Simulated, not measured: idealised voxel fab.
process module | voxel air gaps
cross-section cut | 175 nm wide | cells 5 nm
A cross-section is a grid of square cells, given in bands from the top down. A band is one or more rows of cells.
Each band's line starts with the height of the band's top and of its bottom, in nm. Then come its materials from left to right, each with its width in nm. One material with "throughout" fills the band from edge to edge. "air" is empty space.
Height 0 is the level under which the wafer as received is all one material. The lowest band goes on downwards, as in "0 down".
A width such as "30 to 40" changes by the same amount from each row of cells to the next, from the band's top row to its bottom row.
"no change" after a step means that no cell of the cross-section changed.
closed voids: empty space of 8 cells or more with no open way to the top, each as width x height at its distance from the left edge, in nm
after a step's settings: what the simulator itself notes on the step
overlay nm, on a step with a mask: how far to the right of its planned place the mask lay; to the left if negative
plan
1 op RECEIVE | material Si
2 op CONFORMAL_DEP | material SiO2 | thk nm 15
3 op CONFORMAL_DEP | material SiCN | thk nm 5
4 op DIRECTIONAL_DEP | material lowk | thk nm 35
5 op DIRECTIONAL_DEP | material aC | thk nm 15
6 op PATTERN | tone open | mask id LINES | material resist | width nm 20 | pitch nm 50 | thk nm 35 | overlay nm 0
7 op DIRECTIONAL_ETCH | etch materials aC | depth nm 15
8 op STRIP | etch materials resist
9 op DIRECTIONAL_ETCH | etch materials lowk | depth nm 35
10 op STRIP | etch materials aC
11 op CONFORMAL_DEP | material TiN | thk nm 5
12 op FILL_DEP | material W | thk nm 10
13 op CMP | height nm 55
14 op EPI | material Ru | thk nm 10
15 op SELECTIVE_ETCH | etch materials lowk | depth nm 45
16 op CONFORMAL_DEP | material SiCN | thk nm 5
as received, after step 1
  0 down: Si throughout
  closed voids: none
first wafer at the end, as planned
  70 to 65: air 10 | SiCN 150 | air 15
  65 to 55: air 10 | SiCN 5 | Ru 40 | SiCN 10 | Ru 40 | SiCN 10 | Ru 40 | SiCN 5 | air 15
  55 to 50: air 10 | SiCN 15 | TiN 5 | W 10 | TiN 5 | SiCN 30 | TiN 5 | W 10 | TiN 5 | SiCN 30 | TiN 5 | W 10 | TiN 5 | SiCN 15 | air 15
  50 to 25: air 20 | SiCN 5 | TiN 5 | W 10 | TiN 5 | SiCN 5 | air 20 | SiCN 5 | TiN 5 | W 10 | TiN 5 | SiCN 5 | air 20 | SiCN 5 | TiN 5 | W 10 | TiN 5 | SiCN 5 | air 25
  25 to 20: SiCN 25 | TiN 20 | SiCN 30 | TiN 20 | SiCN 30 | TiN 20 | SiCN 30
  20 to 15: SiCN throughout
  15 to 0: SiO2 throughout
  0 down: Si throughout
  closed voids: 20 x 25 at 50; 20 x 25 at 100
second wafer at the end: like start, like plan, one mistake
  80 to 65: SiCN 170 | air 5
  65 to 55: SiCN 15 | Ru 40 | SiCN 10 | Ru 40 | SiCN 10 | Ru 40 | SiCN 15 | air 5
  55 to 50: SiCN 25 | TiN 5 | W 10 | TiN 5 | SiCN 30 | TiN 5 | W 10 | TiN 5 | SiCN 30 | TiN 5 | W 10 | TiN 5 | SiCN 25 | air 5
  50 to 40: SiCN 25 | TiN 5 | W 10 | TiN 5 | SiCN 5 | air 20 | SiCN 5 | TiN 5 | W 10 | TiN 5 | SiCN 5 | air 20 | SiCN 5 | TiN 5 | W 10 | TiN 5 | SiCN 25 | air 5
  40 to 35: air 10 | SiCN 15 | TiN 5 | W 10 | TiN 5 | SiCN 5 | air 20 | SiCN 5 | TiN 5 | W 10 | TiN 5 | SiCN 5 | air 20 | SiCN 5 | TiN 5 | W 10 | TiN 5 | SiCN 15 | air 15
  35 to 25: SiCN 25 | TiN 5 | W 10 | TiN 5 | SiCN 5 | air 20 | SiCN 5 | TiN 5 | W 10 | TiN 5 | SiCN 5 | air 20 | SiCN 5 | TiN 5 | W 10 | TiN 5 | SiCN 30
  25 to 20: SiCN 25 | TiN 20 | SiCN 30 | TiN 20 | SiCN 30 | TiN 20 | SiCN 30
  20 to 15: SiCN throughout
  15 to 0: SiO2 throughout
  0 down: Si throughout
  closed voids: 20 x 25 at 50; 20 x 25 at 100
what went wrong: step 16 ran as: op CONFORMAL_DEP | material SiCN | thk nm 15
at the end the second wafer has, in cells: 122 more of SiCN
